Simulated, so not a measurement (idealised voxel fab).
This is a process module. Its name is voxel self aligned contacts.
Shown is cross-section cut, with a width of 300 nm and square cells of size 5 nm.
Cross-section format: a grid of square cells, given as bands from top to bottom; each band is one or more rows of cells.
A band entry consists of two parts. The first gives the height of the band's top and the height of its bottom, in nm. The rest lists the band's materials from left to right, each with its width in nm. A single material labelled with the word "everywhere" fills the band from edge to edge, and the word "air" marks empty space.
Measure heights from 0. That's the level where, below it, the as-received wafer is all one material. The lowest band is bottomless and extends downward; write it as in "z 0 and below".
Quick explanation for "30->40": the width changes in equal steps down the rows of cells, from the first number in the band's top row to the second number in its bottom row.
"no alterations made" -> step changed no cross-section cell.
Entry "Closed void roster" = empty spaces >= 8 cells with no open way to the top; each as width x height at distance, distance from left edge, all nm.
On each step's line, the part that comes after the settings is the simulator's own comment on the step.
For masked steps, "overlay nm" on the step line gives how far right of plan the mask actually lay; a minus sign means it lay to the left.
## The planned process steps are enumerated hereunder
step 1: RECEIVE,material Si
step 2: OXIDIZE,depth nm 5
step 3: DIRECTIONAL_DEP,material polySi,thk nm 25
step 4: DIRECTIONAL_DEP,material SiN,thk nm 25
step 5: DIRECTIONAL_DEP,material aC,thk nm 10
step 6: PATTERN,tone cover,mask id GATE,material resist,width nm 35,pitch nm 80,thk nm 25,overlay nm 0
step 7: DIRECTIONAL_ETCH,etch materials aC,depth nm 10
step 8: STRIP,etch materials resist
step 9: DIRECTIONAL_ETCH,etch materials SiN,depth nm 25
step 10: DIRECTIONAL_ETCH,etch materials polySi,depth nm 25
step 11: STRIP,etch materials aC
step 12: CONFORMAL_DEP,material SiN,thk nm 10
step 13: DIRECTIONAL_ETCH,etch materials SiN,depth nm 10
step 14: FILL_DEP,material SiO2,thk nm 15
step 15: CMP,height nm 60
step 16: DIRECTIONAL_DEP,material aC,thk nm 10
step 17: PATTERN,tone open,mask id CONTACT,material resist,width nm 65,pitch nm 80,thk nm 25,overlay nm 0
step 18: DIRECTIONAL_ETCH,etch materials aC,depth nm 10
step 19: STRIP,etch materials resist
step 20: DIRECTIONAL_ETCH,etch materials SiO2,depth nm 65
step 21: STRIP,etch materials aC
step 22: CONFORMAL_DEP,material TiN,thk nm 5
step 23: FILL_DEP,material Ru,thk nm 10
step 24: CMP,height nm 60
step 25: CONFORMAL_DEP,material SiN,thk nm 5
## Incoming wafer in cross-section (state: after step 1)
z 0 and below | Si everywhere
Closed void roster: none
## Here's the cross-section of the first of our two wafers at the end of the module - it ran as planned
z 65 to 60 | SiN everywhere
z 60 to 50 | SiO2 (75)  TiN (5->25)  Ru (55->15)  TiN (5->25)  SiO2 (15)  TiN (5->25)  Ru (55->15)  TiN (5->25)  SiO2 (80)
z 50 to 25 | SiO2 (40)  SiN (55)  TiN (5)  Ru (15)  TiN (5)  SiN (55)  TiN (5)  Ru (15)  TiN (5)  SiN (55)  SiO2 (45)
z 25 to 0 | SiO2 (40)  SiN (10)  polySi (35)  SiN (10)  TiN (5)  Ru (15)  TiN (5)  SiN (10)  polySi (35)  SiN (10)  TiN (5)  Ru (15)  TiN (5)  SiN (10)  polySi (35)  SiN (10)  SiO2 (45)
z 0 to -5 | SiO2 (95)  TiN (25)  SiO2 (55)  TiN (25)  SiO2 (100)
z -5 and below | Si everywhere
Closed void roster: none
## second wafer at the end: like start, like plan, one mistake
z 65 to 60 | SiN everywhere
z 60 to 50 | SiO2 (75)  TiN (5->25)  Ru (55->15)  TiN (5->25)  SiO2 (15)  TiN (5->25)  Ru (55->15)  TiN (5->25)  SiO2 (80)
z 50 to 25 | SiO2 (40)  SiN (55)  TiN (5)  Ru (15)  TiN (5)  SiN (55)  TiN (5)  Ru (15)  TiN (5)  SiN (55)  SiO2 (45)
z 25 to 10 | SiO2 (40)  SiN (10)  polySi (35)  SiN (10)  TiN (5)  Ru (15)  TiN (5)  SiN (10)  polySi (35)  SiN (10)  TiN (5)  Ru (15)  TiN (5)  SiN (10)  polySi (35)  SiN (10)  SiO2 (45)
z 10 to 5 | SiO2 (40)  SiN (10)  polySi (35)  SiN (10)  TiN (25)  SiN (10)  polySi (35)  SiN (10)  TiN (25)  SiN (10)  polySi (35)  SiN (10)  SiO2 (45)
z 5 to 0 | polySi everywhere
z 0 to -5 | SiO2 everywhere
z -5 and below | Si everywhere
Closed void roster: none
Processing error: planned and actual differ for step 10; actual: DIRECTIONAL_ETCH,etch materials polySi,depth nm 20
Wrapping up, a cell-based count of both wafers puts the second over or under the first for these materials: Ru: 12 fewer, SiN: 12 fewer, SiO2: 7 fewer, TiN: 8 fewer, polySi: 39 more
